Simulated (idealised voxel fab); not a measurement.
Herein follows the process module entitled voxel transistor to metal.
FYI the section here is cut, 180 nm wide, cells are 5 nm squares.
When this document writes out a cross-section, it uses a grid of square cells and lists it as bands, beginning at the top and moving down, with a band standing for one or more rows of cells.
Per band: top height and bottom height in nm, followed by the left-to-right materials and their widths in nm; "edge to edge" marks a single material spanning edge to edge, "blank" marks empty space.
Note: height 0 marks the level under which the wafer is uniformly one material as received. Lowest band unbounded below, written "from 0 down".
Think of "30->40" as a width that walks from the first number to the second as you go down the band, top row to bottom row, taking equal-sized steps from row to row.
For the purposes of this document, the phrase "no change occurred" attached to a step denotes that no cell within the cross-section was modified by that step.
The entry "Fully sealed cavities" lists the empty spaces that cover at least 8 cells and have no open path to the top. Each is written as width x height at distance, where the distance is measured from the left edge and all three values are in nm.
The remark found on a step's line after its settings is issued by the simulator itself and pertains to that step.
If you see "overlay nm" on a step's line and that step has a mask, it's telling you how far right of where it was planned the mask ended up; a negative number means it went left instead.
## plan
| 1 | RECEIVE with material Si |
| 2 | CONFORMAL_DEP with material SiO2, thk nm 5 |
| 3 | CONFORMAL_DEP with material SiN, thk nm 10 |
| 4 | DIRECTIONAL_DEP with material aC, thk nm 15 |
| 5 | PATTERN with tone cover, mask id ACTIVE, material resist, width nm 120, thk nm 30, overlay nm 0 |
| 6 | DIRECTIONAL_ETCH with etch materials aC, depth nm 15 |
| 7 | STRIP with etch materials resist |
| 8 | DIRECTIONAL_ETCH with etch materials SiN, depth nm 10 |
| 9 | DIRECTIONAL_ETCH with etch materials SiO2, depth nm 5 |
| 10 | DIRECTIONAL_ETCH with etch materials Si, depth nm 25 |
| 11 | STRIP with etch materials aC |
| 12 | FILL_DEP with material SiO2, thk nm 10 |
| 13 | CMP with height nm 15 |
| 14 | SELECTIVE_ETCH with etch materials SiO2, depth nm 10 |
| 15 | STRIP with etch materials SiN |
| 16 | SELECTIVE_ETCH with etch materials SiO2, depth nm 5 |
| 17 | OXIDIZE with depth nm 5 |
| 18 | DIRECTIONAL_DEP with material polySi, thk nm 25 |
| 19 | DIRECTIONAL_DEP with material SiCN, thk nm 15 |
| 20 | DIRECTIONAL_DEP with material aC, thk nm 15 |
| 21 | PATTERN with tone cover, mask id GATE, material resist, width nm 30, thk nm 30, overlay nm 0 |
| 22 | DIRECTIONAL_ETCH with etch materials aC, depth nm 15 |
| 23 | STRIP with etch materials resist |
| 24 | DIRECTIONAL_ETCH with etch materials SiCN, depth nm 25 |
| 25 | DIRECTIONAL_ETCH with etch materials polySi, depth nm 35 |
| 26 | STRIP with etch materials aC |
| 27 | CONFORMAL_DEP with material SiO2, thk nm 5 |
| 28 | DIRECTIONAL_ETCH with etch materials SiO2, depth nm 5 |
| 29 | CONFORMAL_DEP with material SiN, thk nm 5 |
| 30 | DIRECTIONAL_ETCH with etch materials SiN, depth nm 5 |
| 31 | DIRECTIONAL_ETCH with etch materials SiO2, depth nm 5 |
| 32 | EPI with material SiGe, thk nm 5 |
| 33 | FILL_DEP with material SiO2, thk nm 5 |
| 34 | CMP with height nm 25 |
| 35 | STRIP with etch materials polySi |
| 36 | SELECTIVE_ETCH with etch materials SiO2, depth nm 5 |
| 37 | CONFORMAL_DEP with material HfO2, thk nm 5 |
| 38 | CONFORMAL_DEP with material TiN, thk nm 5 |
| 39 | FILL_DEP with material W, thk nm 10 |
| 40 | CMP with height nm 20 |
| 41 | DIRECTIONAL_DEP with material SiO2, thk nm 15 |
| 42 | PATTERN with tone open, mask id CONTACT, material resist, width nm 20, pitch nm 80, thk nm 15, overlay nm 0 |
| 43 | DIRECTIONAL_ETCH with etch materials SiO2, depth nm 35 |
| 44 | STRIP with etch materials resist |
| 45 | CONFORMAL_DEP with material TiN, thk nm 5 |
| 46 | FILL_DEP with material W, thk nm 5 |
| 47 | CMP with height nm 35 |
| 48 | CONFORMAL_DEP with material SiN, thk nm 5 |
| 49 | DIRECTIONAL_DEP with material lowk, thk nm 20 |
| 50 | DIRECTIONAL_DEP with material aC, thk nm 15 |
| 51 | PATTERN with tone open, mask id METAL_1, material resist, width nm 20, pitch nm 80, thk nm 30, overlay nm 0 |
| 52 | DIRECTIONAL_ETCH with etch materials aC, depth nm 15 |
| 53 | STRIP with etch materials resist |
| 54 | DIRECTIONAL_ETCH with etch materials lowk, depth nm 20 |
| 55 | DIRECTIONAL_ETCH with etch materials SiN, depth nm 5 |
| 56 | STRIP with etch materials aC |
| 57 | CONFORMAL_DEP with material TiN, thk nm 5 |
| 58 | FILL_DEP with material Ru, thk nm 5 |
| 59 | CMP with height nm 60 |
| 60 | EPI with material Ru, thk nm 5 |
| 61 | FILL_DEP with material SiCN, thk nm 5 |
| 62 | DIRECTIONAL_DEP with material lowk, thk nm 35 |
| 63 | MASKED_ETCH with tone open, mask id METAL_2_HOLES, width nm 15, pitch nm 80, etch materials lowk, depth nm 35, overlay nm 0 |
| 64 | PATTERN with tone open, mask id METAL_2, material resist, width nm 20, pitch nm 80, thk nm 15, overlay nm 0 |
| 65 | DIRECTIONAL_ETCH with etch materials lowk, depth nm 20 |
| 66 | DIRECTIONAL_ETCH with etch materials SiCN, depth nm 5 |
| 67 | STRIP with etch materials resist |
| 68 | CONFORMAL_DEP with material TiN, thk nm 5 |
| 69 | FILL_DEP with material Cu, thk nm 10 |
| 70 | CMP with height nm 105 |
| 71 | CONFORMAL_DEP with material SiCN, thk nm 5 |
## Incoming wafer, cross-sectional view, post step 1
* from 0 down  Si edge to edge
* Fully sealed cavities: none
## Look at the cross-section after the module: the wafer started out the way shown above and the plan was the one shown above, yet one mistake was made along the way
* from 110 to 105  SiCN edge to edge
* from 105 to 90  lowk (40)  TiN (5)  Cu (5)  TiN (5)  lowk (65)  TiN (5)  Cu (5)  TiN (5)  lowk (45)
* from 90 to 85  lowk (40)  TiN (15)  lowk (65)  TiN (15)  lowk (45)
* from 85 to 70  lowk edge to edge
* from 70 to 65  SiCN edge to edge
* from 65 to 60  SiCN (35)  Ru (30)  SiCN (50)  Ru (30)  SiCN (35)
* from 60 to 40  lowk (40)  TiN (5)  Ru (10)  TiN (5)  lowk (60)  TiN (5)  Ru (10)  TiN (5)  lowk (40)
* from 40 to 35  SiN (40)  TiN (20)  SiN (60)  TiN (20)  SiN (40)
* from 35 to 20  SiO2 (40)  TiN (5)  W (10)  TiN (5)  SiO2 (60)  TiN (5)  W (10)  TiN (5)  SiO2 (40)
* from 20 to 5  SiO2 (40)  TiN (5)  W (10)  TiN (5)  SiO2 (5)  SiN (5)  HfO2 (5)  TiN (5)  W (20)  TiN (5)  HfO2 (5)  SiN (5)  SiO2 (5)  TiN (5)  W (10)  TiN (5)  SiO2 (40)
* from 5 to 0  SiO2 (40)  TiN (20)  SiO2 (5)  SiN (5)  HfO2 (5)  TiN (30)  HfO2 (5)  SiN (5)  SiO2 (5)  TiN (20)  SiO2 (40)
* from 0 to -5  SiO2 (25)  SiGe (40)  SiO2 (5)  HfO2 (40)  SiO2 (5)  SiGe (40)  SiO2 (25)
* from -5 to -25  SiO2 (30)  Si (120)  SiO2 (30)
* from -25 down  Si edge to edge
* Fully sealed cavities: none
what went wrong: it should be noted that step 62 of the plan was executed twice
